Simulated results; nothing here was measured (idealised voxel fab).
You're looking at the process module voxel self aligned vias.
285 nm wide, 5 nm square cells: that's cross-section cut.
A cross-section is written here as square cells arranged in a grid, and it is given in bands from the top down, each band taking up one or more rows of cells. Per band: top height and bottom height in nm, followed by the left-to-right materials and their widths in nm; "edge to edge" marks a single material spanning edge to edge, "empty" marks empty space. The reference from which all heights are counted is 0, the level beneath which the as-received wafer is entirely one material; the lowest band, having no lower bound, proceeds downward and is written after the example "z 0 and below". Per-row width for "30->40": begins at first number (top row of band), ends at second number (bottom row), increment between rows held constant. Where a step carries "no modification", the cross-section came out of it unchanged, cell for cell. Listed in "Closed cavity list": every empty space of 8 or more cells without an open way to the top. Form: width x height at distance, the distance being from the left edge, all in nm. Step line, after settings: the simulator's comment on this step. "overlay nm" denotes, for a step that has a mask, the displacement of the mask to the right of its planned place, with negative values corresponding to the left.

[List of planned process steps]
1: RECEIVE | material Si
2: CONFORMAL_DEP | material SiO2 | thk nm 10
3: CONFORMAL_DEP | material SiCN | thk nm 5
4: DIRECTIONAL_DEP | material lowk | thk nm 25
5: PATTERN | tone open | mask id LINES | material resist | width nm 25 | pitch nm 70 | thk nm 15 | overlay nm 0
6: DIRECTIONAL_ETCH | etch materials lowk | depth nm 25
7: STRIP | etch materials resist
8: CONFORMAL_DEP | material TiN | thk nm 5
9: FILL_DEP | material Ru | thk nm 10
10: CMP | height nm 40
11: SELECTIVE_ETCH | etch materials W Ru TiN | depth nm 5
12: FILL_DEP | material SiN | thk nm 10
13: CMP | height nm 40
14: DIRECTIONAL_DEP | material lowk | thk nm 20
15: DIRECTIONAL_DEP | material aC | thk nm 15
16: PATTERN | tone open | mask id VIAS | material resist | width nm 45 | pitch nm 70 | thk nm 30 | overlay nm 0
17: DIRECTIONAL_ETCH | etch materials aC | depth nm 15
18: STRIP | etch materials resist
19: DIRECTIONAL_ETCH | etch materials lowk | depth nm 20
20: DIRECTIONAL_ETCH | etch materials SiN | depth nm 5
21: STRIP | etch materials aC
22: CONFORMAL_DEP | material TiN | thk nm 5
23: FILL_DEP | material Cu | thk nm 10
24: CMP | height nm 60
25: CONFORMAL_DEP | material SiCN | thk nm 5

[The cross-section here shows the wafer as received, i.e. in its state after step 1]
z 0 and below | Si edge to edge
Closed cavity list: none

[Module complete - cross-section of the first of two wafers, run according to plan]
z 65 to 60 | SiCN edge to edge
z 60 to 45 | 85 nm lowk / 5 nm TiN / 35 nm Cu / 5 nm TiN / 25 nm lowk / 5 nm TiN / 35 nm Cu / 5 nm TiN / 85 nm lowk
z 45 to 40 | 85 nm lowk / 15 nm TiN / 15 nm Cu / 15 nm TiN / 25 nm lowk / 15 nm TiN / 15 nm Cu / 15 nm TiN / 85 nm lowk
z 40 to 35 | 95 nm lowk / 25 nm TiN / 45 nm lowk / 25 nm TiN / 95 nm lowk
z 35 to 20 | 95 nm lowk / 5 nm TiN / 15 nm Ru / 5 nm TiN / 45 nm lowk / 5 nm TiN / 15 nm Ru / 5 nm TiN / 95 nm lowk
z 20 to 15 | 95 nm lowk / 25 nm TiN / 45 nm lowk / 25 nm TiN / 95 nm lowk
z 15 to 10 | SiCN edge to edge
z 10 to 0 | SiO2 edge to edge
z 0 and below | Si edge to edge
Closed cavity list: none

[Same start, same plan as the first wafer - but one mistake in the run. Cross-section of the second of the two at the end of the module]
z 65 to 60 | SiCN edge to edge
z 60 to 45 | 85 nm lowk / 5 nm TiN / 35 nm Cu / 5 nm TiN / 25 nm lowk / 5 nm TiN / 35 nm Cu / 5 nm TiN / 85 nm lowk
z 45 to 40 | 85 nm lowk / 15 nm TiN / 15 nm Cu / 15 nm TiN / 25 nm lowk / 15 nm TiN / 15 nm Cu / 15 nm TiN / 85 nm lowk
z 40 to 35 | 95 nm lowk / 25 nm TiN / 45 nm lowk / 25 nm TiN / 95 nm lowk
z 35 to 20 | 95 nm lowk / 5 nm TiN / 15 nm Ru / 5 nm TiN / 45 nm lowk / 5 nm TiN / 15 nm Ru / 5 nm TiN / 95 nm lowk
z 20 to 15 | 95 nm lowk / 25 nm TiN / 45 nm lowk / 25 nm TiN / 95 nm lowk
z 15 to 5 | SiO2 edge to edge
z 5 to 0 | SiCN edge to edge
z 0 and below | Si edge to edge
Closed cavity list: none
Run error: step 3 occupied the plan position of step 2, and the converse holds as well
In the final comparison it is observed that the number of cells assigned to each material is identical for the two wafers, whereas their placement is not.
